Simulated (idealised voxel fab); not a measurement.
The process module that follows is named voxel transistor to metal.
We display cut, a cross-section 285 nm in width whose square cells are each 5 nm.
Cross-section format: a grid of square cells, given as bands from top to bottom; each band is one or more rows of cells.
Top, bottom (nm), then materials left to right with widths (nm); lone material tagged "all across" fills the whole band edge to edge; "air" = empty space.
Heights from 0 (as-received wafer is one material below). Bottom band endless downward, as "0 and below".
With a width like "30->40", each row of cells in the band differs from the next by the same amount, the top row carrying the first number and the bottom row the second.
Where the words "nothing altered" appear for a step, the cross-section shows no cell changed by that step; every cell remained as before.
"Closed empty spaces" enumerates empty spaces isolated from the top, with no open way to it, that contain at least 8 cells, giving each as width x height at distance from the left edge, all three in nm.
after a step's settings: what the simulator itself notes on the step
Each step line may optionally specify "overlay nm", which for a step with a mask gives the rightward distance between the mask's planned place and where it lay, a negative value indicating the leftward direction.
## Listed below are the process steps as planned
1: RECEIVE [material Si]
2: CONFORMAL_DEP [material SiO2] [thk nm 5]
3: CONFORMAL_DEP [material SiN] [thk nm 10]
4: DIRECTIONAL_DEP [material aC] [thk nm 10]
5: PATTERN [tone cover] [mask id ACTIVE] [material resist] [width nm 100] [pitch nm 130] [thk nm 25] [overlay nm 0]
6: DIRECTIONAL_ETCH [etch materials aC] [depth nm 10]
7: STRIP [etch materials resist]
8: DIRECTIONAL_ETCH [etch materials SiN] [depth nm 10]
9: DIRECTIONAL_ETCH [etch materials SiO2] [depth nm 5]
10: DIRECTIONAL_ETCH [etch materials Si] [depth nm 35]
11: STRIP [etch materials aC]
12: FILL_DEP [material SiO2] [thk nm 15]
13: CMP [height nm 15]
14: SELECTIVE_ETCH [etch materials SiO2] [depth nm 10]
15: STRIP [etch materials SiN]
16: SELECTIVE_ETCH [etch materials SiO2] [depth nm 5]
17: OXIDIZE [depth nm 5]
18: DIRECTIONAL_DEP [material polySi] [thk nm 20]
19: DIRECTIONAL_DEP [material SiCN] [thk nm 15]
20: DIRECTIONAL_DEP [material aC] [thk nm 10]
21: PATTERN [tone cover] [mask id GATE] [material resist] [width nm 20] [pitch nm 130] [thk nm 25] [overlay nm 0]
22: DIRECTIONAL_ETCH [etch materials aC] [depth nm 10]
23: STRIP [etch materials resist]
24: DIRECTIONAL_ETCH [etch materials SiCN] [depth nm 25]
25: DIRECTIONAL_ETCH [etch materials polySi] [depth nm 30]
26: STRIP [etch materials aC]
27: CONFORMAL_DEP [material SiO2] [thk nm 5]
28: DIRECTIONAL_ETCH [etch materials SiO2] [depth nm 5]
29: CONFORMAL_DEP [material SiN] [thk nm 10]
30: DIRECTIONAL_ETCH [etch materials SiN] [depth nm 10]
31: DIRECTIONAL_ETCH [etch materials SiO2] [depth nm 5]
32: DIRECTIONAL_ETCH [etch materials Si] [depth nm 15]
33: EPI [material nSi] [thk nm 20]
34: FILL_DEP [material SiO2] [thk nm 10]
35: CMP [height nm 35]
36: DIRECTIONAL_DEP [material SiO2] [thk nm 15]
37: PATTERN [tone open] [mask id CONTACT] [material resist] [width nm 15] [thk nm 20] [overlay nm 0]
38: DIRECTIONAL_ETCH [etch materials SiO2] [depth nm 35]
39: STRIP [etch materials resist]
40: CONFORMAL_DEP [material TiN] [thk nm 5]
41: FILL_DEP [material Ru] [thk nm 5]
42: CMP [height nm 50]
43: DIRECTIONAL_DEP [material TiN] [thk nm 5]
44: DIRECTIONAL_DEP [material Ru] [thk nm 25]
45: MASKED_ETCH [tone cover] [mask id METAL_1] [width nm 15] [etch materials Ru] [depth nm 25] [overlay nm 0]
46: MASKED_ETCH [tone cover] [mask id METAL_1] [width nm 15] [etch materials TiN] [depth nm 5] [overlay nm 0]
47: CONFORMAL_DEP [material SiN] [thk nm 5]
48: FILL_DEP [material lowk] [thk nm 10]
49: CMP [height nm 80]
50: CONFORMAL_DEP [material SiCN] [thk nm 5]
## as received, after step 1
	0 and below: Si all across
	Closed empty spaces: none
## The first of two wafers, cross-sectioned at the end of the module, with the run proceeding as planned
	85 down to 80: SiCN all across
	80 down to 55: lowk (25) | SiN (5) | Ru (15) | SiN (5) | lowk (50) | SiN (5) | Ru (15) | SiN (5) | lowk (30) | SiN (5) | Ru (15) | SiN (5) | lowk (50) | SiN (5) | Ru (15) | SiN (5) | lowk (30)
	55 down to 50: SiN (30) | TiN (15) | SiN (60) | TiN (15) | SiN (40) | TiN (15) | SiN (60) | TiN (15) | SiN (35)
	50 down to 35: SiO2 (30) | TiN (5) | Ru (5) | TiN (5) | SiO2 (60) | TiN (5) | Ru (5) | TiN (5) | SiO2 (40) | TiN (5) | Ru (5) | TiN (5) | SiO2 (60) | TiN (5) | Ru (5) | TiN (5) | SiO2 (35)
	35 down to 20: SiO2 (30) | TiN (5) | Ru (5) | TiN (5) | SiO2 (5) | SiN (10) | SiO2 (5) | SiCN (20) | SiO2 (5) | SiN (10) | SiO2 (5) | TiN (5) | Ru (5) | TiN (5) | SiO2 (40) | TiN (5) | Ru (5) | TiN (5) | SiO2 (5) | SiN (10) | SiO2 (5) | SiCN (20) | SiO2 (5) | SiN (10) | SiO2 (5) | TiN (5) | Ru (5) | TiN (5) | SiO2 (35)
	20 down to 15: SiO2 (30) | TiN (15) | SiO2 (5) | SiN (10) | SiO2 (5) | polySi (20) | SiO2 (5) | SiN (10) | SiO2 (5) | TiN (15) | SiO2 (40) | TiN (15) | SiO2 (5) | SiN (10) | SiO2 (5) | polySi (20) | SiO2 (5) | SiN (10) | SiO2 (5) | TiN (15) | SiO2 (35)
	15 down to 0: SiO2 (30) | nSi (20) | SiN (10) | SiO2 (5) | polySi (20) | SiO2 (5) | SiN (10) | nSi (20) | SiO2 (40) | nSi (20) | SiN (10) | SiO2 (5) | polySi (20) | SiO2 (5) | SiN (10) | nSi (20) | SiO2 (35)
	0 down to -5: SiO2 (20) | nSi (30) | SiO2 (50) | nSi (30) | SiO2 (20) | nSi (30) | SiO2 (50) | nSi (30) | SiO2 (25)
	-5 down to -20: SiO2 (25) | nSi (25) | Si (50) | nSi (25) | SiO2 (30) | nSi (25) | Si (50) | nSi (25) | SiO2 (30)
	-20 down to -35: SiO2 (25) | Si (100) | SiO2 (30) | Si (100) | SiO2 (30)
	-35 and below: Si all across
	Closed empty spaces: none
## Cross-section of the latter of the two wafers at module completion. It had an identical start and an identical plan to the former; in running it, one mistake was made
	85 down to 80: SiCN all across
	80 down to 55: lowk (25) | SiN (5) | Ru (15) | SiN (5) | lowk (50) | SiN (5) | Ru (15) | SiN (5) | lowk (30) | SiN (5) | Ru (15) | SiN (5) | lowk (50) | SiN (5) | Ru (15) | SiN (5) | lowk (30)
	55 down to 50: SiN (30) | TiN (15) | SiN (60) | TiN (15) | SiN (40) | TiN (15) | SiN (60) | TiN (15) | SiN (35)
	50 down to 35: SiO2 (30) | TiN (5) | Ru (5) | TiN (5) | SiO2 (60) | TiN (5) | Ru (5) | TiN (5) | SiO2 (40) | TiN (5) | Ru (5) | TiN (5) | SiO2 (60) | TiN (5) | Ru (5) | TiN (5) | SiO2 (35)
	35 down to 30: SiO2 (30) | TiN (15) | SiO2 (5) | SiN (10) | SiO2 (5) | SiCN (20) | SiO2 (5) | SiN (10) | SiO2 (5) | TiN (15) | SiO2 (40) | TiN (15) | SiO2 (5) | SiN (10) | SiO2 (5) | SiCN (20) | SiO2 (5) | SiN (10) | SiO2 (5) | TiN (15) | SiO2 (35)
	30 down to 20: SiO2 (50) | SiN (10) | SiO2 (5) | SiCN (20) | SiO2 (5) | SiN (10) | SiO2 (80) | SiN (10) | SiO2 (5) | SiCN (20) | SiO2 (5) | SiN (10) | SiO2 (55)
	20 down to 15: SiO2 (50) | SiN (10) | SiO2 (5) | polySi (20) | SiO2 (5) | SiN (10) | SiO2 (80) | SiN (10) | SiO2 (5) | polySi (20) | SiO2 (5) | SiN (10) | SiO2 (55)
	15 down to 0: SiO2 (30) | nSi (20) | SiN (10) | SiO2 (5) | polySi (20) | SiO2 (5) | SiN (10) | nSi (20) | SiO2 (40) | nSi (20) | SiN (10) | SiO2 (5) | polySi (20) | SiO2 (5) | SiN (10) | nSi (20) | SiO2 (35)
	0 down to -5: SiO2 (20) | nSi (30) | SiO2 (50) | nSi (30) | SiO2 (20) | nSi (30) | SiO2 (50) | nSi (30) | SiO2 (25)
	-5 down to -20: SiO2 (25) | nSi (25) | Si (50) | nSi (25) | SiO2 (30) | nSi (25) | Si (50) | nSi (25) | SiO2 (30)
	-20 down to -35: SiO2 (25) | Si (100) | SiO2 (30) | Si (100) | SiO2 (30)
	-35 and below: Si all across
	Closed empty spaces: none
What went wrong in running the wafer? step 36 of the plan was carried out twice
at the end the second wafer has, in cells: -12 Ru | +36 SiO2 | -24 TiN
